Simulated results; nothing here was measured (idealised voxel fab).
process module | voxel gate over fins
cross-section cut | 295 nm wide | cells 5 nm
A cross-section is a grid of square cells, given in bands from the top down. A band is one or more rows of cells.
Each band's line starts with the height of the band's top and of its bottom, in nm. Then come its materials from left to right, each with its width in nm. One material with "throughout" fills the band from edge to edge. "air" is empty space.
Height 0 is the level under which the wafer as received is all one material. The lowest band goes on downwards, as in "0 down".
A width such as "30 to 40" changes by the same amount from each row of cells to the next, from the band's top row to its bottom row.
"no change" after a step means that no cell of the cross-section changed.
closed voids: empty space of 8 cells or more with no open way to the top, each as width x height at its distance from the left edge, in nm
after a step's settings: what the simulator itself notes on the step
overlay nm, on a step with a mask: how far to the right of its planned place the mask lay; to the left if negative
plan
1 op RECEIVE | material Si
2 op CONFORMAL_DEP | material SiN | thk nm 10
3 op MASKED_ETCH | tone cover | mask id FINS | width nm 15 | pitch nm 55 | etch materials SiN | depth nm 10 | overlay nm 0
4 op MASKED_ETCH | tone cover | mask id FINS | width nm 15 | pitch nm 55 | etch materials Si | depth nm 35 | overlay nm 0
5 op FILL_DEP | material SiO2 | thk nm 10
6 op CMP | height nm 10
7 op PATTERN | tone open | mask id RAIL | material resist | width nm 15 | thk nm 15 | overlay nm 0
8 op DIRECTIONAL_ETCH | etch materials SiO2 | depth nm 40
9 op STRIP | etch materials resist
10 op CONFORMAL_DEP | material TiN | thk nm 5
11 op FILL_DEP | material Ru | thk nm 5
12 op CMP | height nm 10
13 op SELECTIVE_ETCH | etch materials W Ru TiN | depth nm 30
14 op FILL_DEP | material SiO2 | thk nm 5
15 op CMP | height nm 10
16 op SELECTIVE_ETCH | etch materials SiO2 | depth nm 25
17 op STRIP | etch materials SiN
18 op CONFORMAL_DEP | material HfO2 | thk nm 5
19 op CONFORMAL_DEP | material TiN | thk nm 5
20 op FILL_DEP | material W | thk nm 10
21 op CMP | height nm 15
22 op CONFORMAL_DEP | material SiCN | thk nm 10
first wafer, as planned
as received, after step 1
  0 down: Si throughout
  closed voids: none
after step 2
  10 to 0: SiN throughout
  below 0: unchanged
after step 3
  10 to 0: air 110 | SiN 15 | air 40 | SiN 15 | air 115
  below 0: unchanged
after step 4
  10 to 0: air 110 | SiN 15 | air 40 | SiN 15 | air 115
  0 to -35: air 110 | Si 15 | air 40 | Si 15 | air 115
  below -35: unchanged
after step 5
  20 to 10: SiO2 throughout
  10 to 0: SiO2 110 | SiN 15 | SiO2 40 | SiN 15 | SiO2 115
  0 to -35: SiO2 110 | Si 15 | SiO2 40 | Si 15 | SiO2 115
  below -35: unchanged
after step 6
  10 to 0: SiO2 110 | SiN 15 | SiO2 40 | SiN 15 | SiO2 115
  below 0: unchanged
after step 7
  25 to 10: resist 135 | air 15 | resist 145
  below 10: unchanged
after step 8
  25 to 10: resist 135 | air 15 | resist 145
  10 to 0: SiO2 110 | SiN 15 | SiO2 10 | air 15 | SiO2 15 | SiN 15 | SiO2 115
  0 to -30: SiO2 110 | Si 15 | SiO2 10 | air 15 | SiO2 15 | Si 15 | SiO2 115
  below -30: unchanged
after step 9
  10 to 0: SiO2 110 | SiN 15 | SiO2 10 | air 15 | SiO2 15 | SiN 15 | SiO2 115
  below 0: unchanged
after step 10
  15 to 10: TiN 140 | air 5 | TiN 150
  10 to 0: SiO2 110 | SiN 15 | SiO2 10 | TiN 5 | air 5 | TiN 5 | SiO2 15 | SiN 15 | SiO2 115
  0 to -25: SiO2 110 | Si 15 | SiO2 10 | TiN 5 | air 5 | TiN 5 | SiO2 15 | Si 15 | SiO2 115
  -25 to -30: SiO2 110 | Si 15 | SiO2 10 | TiN 15 | SiO2 15 | Si 15 | SiO2 115
  below -30: unchanged
after step 11
  20 to 15: Ru throughout
  15 to 10: TiN 140 | Ru 5 | TiN 150
  10 to 0: SiO2 110 | SiN 15 | SiO2 10 | TiN 5 | Ru 5 | TiN 5 | SiO2 15 | SiN 15 | SiO2 115
  0 to -25: SiO2 110 | Si 15 | SiO2 10 | TiN 5 | Ru 5 | TiN 5 | SiO2 15 | Si 15 | SiO2 115
  below -25: unchanged
after step 12
  10 to 0: SiO2 110 | SiN 15 | SiO2 10 | TiN 5 | Ru 5 | TiN 5 | SiO2 15 | SiN 15 | SiO2 115
  below 0: unchanged
after step 13
  10 to 0: SiO2 110 | SiN 15 | SiO2 10 | air 15 | SiO2 15 | SiN 15 | SiO2 115
  0 to -20: SiO2 110 | Si 15 | SiO2 10 | air 15 | SiO2 15 | Si 15 | SiO2 115
  below -20: unchanged
after step 14
  15 to 10: SiO2 throughout
  10 to 0: SiO2 110 | SiN 15 | SiO2 40 | SiN 15 | SiO2 115
  0 to -20: SiO2 110 | Si 15 | SiO2 40 | Si 15 | SiO2 115
  below -20: unchanged
after step 15
  10 to 0: SiO2 110 | SiN 15 | SiO2 40 | SiN 15 | SiO2 115
  below 0: unchanged
after step 16
  10 to 0: air 110 | SiN 15 | air 40 | SiN 15 | air 115
  0 to -15: air 110 | Si 15 | air 40 | Si 15 | air 115
  below -15: unchanged
after step 17
  0 to -15: air 110 | Si 15 | air 40 | Si 15 | air 115
  below -15: unchanged
after step 18
  5 to 0: air 105 | HfO2 25 | air 30 | HfO2 25 | air 110
  0 to -10: air 105 | HfO2 5 | Si 15 | HfO2 5 | air 30 | HfO2 5 | Si 15 | HfO2 5 | air 110
  -10 to -15: HfO2 110 | Si 15 | HfO2 40 | Si 15 | HfO2 115
  below -15: unchanged
after step 19
  10 to 5: air 100 | TiN 35 | air 20 | TiN 35 | air 105
  5 to 0: air 100 | TiN 5 | HfO2 25 | TiN 5 | air 20 | TiN 5 | HfO2 25 | TiN 5 | air 105
  0 to -5: air 100 | TiN 5 | HfO2 5 | Si 15 | HfO2 5 | TiN 5 | air 20 | TiN 5 | HfO2 5 | Si 15 | HfO2 5 | TiN 5 | air 105
  -5 to -10: TiN 105 | HfO2 5 | Si 15 | HfO2 5 | TiN 30 | HfO2 5 | Si 15 | HfO2 5 | TiN 110
  below -10: unchanged
after step 20
  20 to 10: W throughout
  10 to 5: W 100 | TiN 35 | W 20 | TiN 35 | W 105
  5 to 0: W 100 | TiN 5 | HfO2 25 | TiN 5 | W 20 | TiN 5 | HfO2 25 | TiN 5 | W 105
  0 to -5: W 100 | TiN 5 | HfO2 5 | Si 15 | HfO2 5 | TiN 5 | W 20 | TiN 5 | HfO2 5 | Si 15 | HfO2 5 | TiN 5 | W 105
  below -5: unchanged
after step 21
  15 to 10: W throughout
  below 10: unchanged
after step 22
  25 to 15: SiCN throughout
  below 15: unchanged
second wafer: like start, like plan, one mistake. Through step 20 it matches the first wafer
when step 21 should have ended
  10 to 5: W 100 | TiN 35 | W 20 | TiN 35 | W 105
  below 5: unchanged
when step 22 should have ended
  20 to 10: SiCN throughout
  below 10: unchanged
what went wrong: step 21 ran as: op CMP | height nm 10
at the end the second wafer has, in cells: 59 fewer of W
